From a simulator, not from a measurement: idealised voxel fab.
Documented hereafter: the process module known as voxel capacitor over wiring.
In the cross-section labelled cut, the width is 235 nm and each square cell is 5 nm.
Reading order for cross-sections: top band down to bottom band. Underlying form: a grid of square cells. Band size: one or more rows of cells.
Look at the band entry: it leads with the top's height and the bottom's height in nm. Then it lists the materials left to right, with a width in nm for each. The word "edge to edge" on a single material says that material fills the band edge to edge. The word "empty" is empty space.
Heads up on the height convention: 0 is the point under which the incoming wafer is all one material, and the lowest band has no bottom, it just keeps going down, like "0..down".
Graded width ("30..40"): value in top row of band = first number; value in bottom row = second number; row-to-row change constant.
Take "remains unaltered" at face value: in the step it is given for, the cross-section changed in none of its cells.
Voids not open to the top, 8 cells minimum: see "Voids lacking openings". Written width x height at distance; distance is from the left edge; nm.
after a step's settings: what the simulator itself notes on the step
When a step includes a mask, the "overlay nm" setting on its line states how far to the right of its planned place that mask lay, and negative values state how far to the left.

# List of planned process steps
1) RECEIVE (material Si)
2) CONFORMAL_DEP (material SiO2; thk nm 10)
3) CONFORMAL_DEP (material SiCN; thk nm 5)
4) DIRECTIONAL_DEP (material lowk; thk nm 20)
5) DIRECTIONAL_DEP (material aC; thk nm 15)
6) PATTERN (tone open; mask id METAL_1; material resist; width nm 30; pitch nm 85; thk nm 30; overlay nm 0)
7) DIRECTIONAL_ETCH (etch materials aC; depth nm 15)
8) STRIP (etch materials resist)
9) DIRECTIONAL_ETCH (etch materials lowk; depth nm 20)
10) DIRECTIONAL_ETCH (etch materials SiCN; depth nm 5)
11) STRIP (etch materials aC)
12) CONFORMAL_DEP (material TiN; thk nm 5)
13) FILL_DEP (material Ru; thk nm 10)
14) CMP (height nm 35)
15) CONFORMAL_DEP (material SiCN; thk nm 5)
16) DIRECTIONAL_DEP (material lowk; thk nm 10)
17) MASKED_ETCH (tone open; mask id PLUG_1; width nm 15; etch materials lowk; depth nm 10; overlay nm 0)
18) MASKED_ETCH (tone open; mask id PLUG_1; width nm 15; etch materials SiCN; depth nm 5; overlay nm 0)
19) EPI (material Ru; thk nm 10)
20) EPI (material Ru; thk nm 5)
21) DIRECTIONAL_DEP (material TiN; thk nm 10)
22) DIRECTIONAL_DEP (material HfO2; thk nm 5)
23) DIRECTIONAL_DEP (material TiN; thk nm 5)
24) PATTERN (tone cover; mask id UPPER_PLATE; material resist; width nm 50; thk nm 15; overlay nm 0)
25) DIRECTIONAL_ETCH (etch materials TiN; depth nm 5)
26) DIRECTIONAL_ETCH (etch materials HfO2; depth nm 5)
27) STRIP (etch materials resist)
28) PATTERN (tone cover; mask id LOWER_PLATE; material resist; width nm 70; thk nm 20; overlay nm 0)
29) DIRECTIONAL_ETCH (etch materials TiN; depth nm 10)
30) STRIP (etch materials resist)
31) FILL_DEP (material SiO2; thk nm 20)
32) CMP (height nm 85)
33) DIRECTIONAL_DEP (material aC; thk nm 10)
34) PATTERN (tone open; mask id PLUG_2; material resist; width nm 15; thk nm 30; overlay nm 0)
35) DIRECTIONAL_ETCH (etch materials aC; depth nm 10)
36) STRIP (etch materials resist)
37) DIRECTIONAL_ETCH (etch materials SiO2; depth nm 15)
38) STRIP (etch materials aC)
39) CONFORMAL_DEP (material TiN; thk nm 5)
40) FILL_DEP (material Cu; thk nm 5)
41) CMP (height nm 85)
42) CONFORMAL_DEP (material SiN; thk nm 5)
The wafers in this document start out alike and differ in the width nm applied at step 24; the plan shows the value used for the first wafer.

# First wafer of several, as received: cross-section after step 1
- 0..down | Si edge to edge
- Voids lacking openings: none

# Take a look at the first of several wafers in cross-section: the module is done, and step 42 was its last step
- 90..85 | SiN edge to edge
- 85..75 | SiO2 85 nm / TiN 5 nm / Cu 5 nm / TiN 5 nm / SiO2 135 nm
- 75..65 | SiO2 85..80 nm / TiN 15..50 nm / SiO2 135..105 nm
- 65..60 | SiO2 80 nm / HfO2 50 nm / SiO2 105 nm
- 60..50 | SiO2 70 nm / TiN 70 nm / SiO2 95 nm
- 50..40 | lowk 75 nm / Ru 15 nm / lowk 145 nm
- 40..35 | SiCN 75 nm / Ru 15 nm / SiCN 145 nm
- 35..15 | lowk 60 nm / TiN 5 nm / Ru 20 nm / TiN 5 nm / lowk 55 nm / TiN 5 nm / Ru 20 nm / TiN 5 nm / lowk 60 nm
- 15..10 | SiCN 60 nm / TiN 30 nm / SiCN 55 nm / TiN 30 nm / SiCN 60 nm
- 10..0 | SiO2 edge to edge
- 0..down | Si edge to edge
- Voids lacking openings: none

# At the end of the module, the last of several wafers in cross-section
- 90..85 | SiN edge to edge
- 85..75 | SiO2 85 nm / TiN 5 nm / Cu 5 nm / TiN 5 nm / SiO2 135 nm
- 75..65 | SiO2 85..70 nm / TiN 15..70 nm / SiO2 135..95 nm
- 65..60 | SiO2 70 nm / HfO2 75 nm / SiO2 90 nm
- 60..50 | SiO2 70 nm / TiN 75 nm / SiO2 90 nm
- 50..40 | lowk 75 nm / Ru 15 nm / lowk 145 nm
- 40..35 | SiCN 75 nm / Ru 15 nm / SiCN 145 nm
- 35..15 | lowk 60 nm / TiN 5 nm / Ru 20 nm / TiN 5 nm / lowk 55 nm / TiN 5 nm / Ru 20 nm / TiN 5 nm / lowk 60 nm
- 15..10 | SiCN 60 nm / TiN 30 nm / SiCN 55 nm / TiN 30 nm / SiCN 60 nm
- 10..0 | SiO2 edge to edge
- 0..down | Si edge to edge
- Voids lacking openings: none

# The rows of the table below are wafers. Looking at the end of the module, a row counts, for every material, the cells the wafer has gained, shown as (+), or lost, shown as (-), since it was received; its closed voids come next
width nm 50; +2 Cu; +10 HfO2; +41 Ru; +79 SiCN; +47 SiN; +366 SiO2; +73 TiN; +228 lowk; Voids lacking openings: none
width nm 55; +2 Cu; +11 HfO2; +41 Ru; +79 SiCN; +47 SiN; +364 SiO2; +74 TiN; +228 lowk; Voids lacking openings: none
width nm 60; +2 Cu; +12 HfO2; +41 Ru; +79 SiCN; +47 SiN; +362 SiO2; +75 TiN; +228 lowk; Voids lacking openings: none
width nm 65; +2 Cu; +13 HfO2; +41 Ru; +79 SiCN; +47 SiN; +360 SiO2; +76 TiN; +228 lowk; Voids lacking openings: none
width nm 70; +2 Cu; +14 HfO2; +41 Ru; +79 SiCN; +47 SiN; +358 SiO2; +77 TiN; +228 lowk; Voids lacking openings: none
width nm 75; +2 Cu; +15 HfO2; +41 Ru; +79 SiCN; +47 SiN; +355 SiO2; +79 TiN; +228 lowk; Voids lacking openings: none
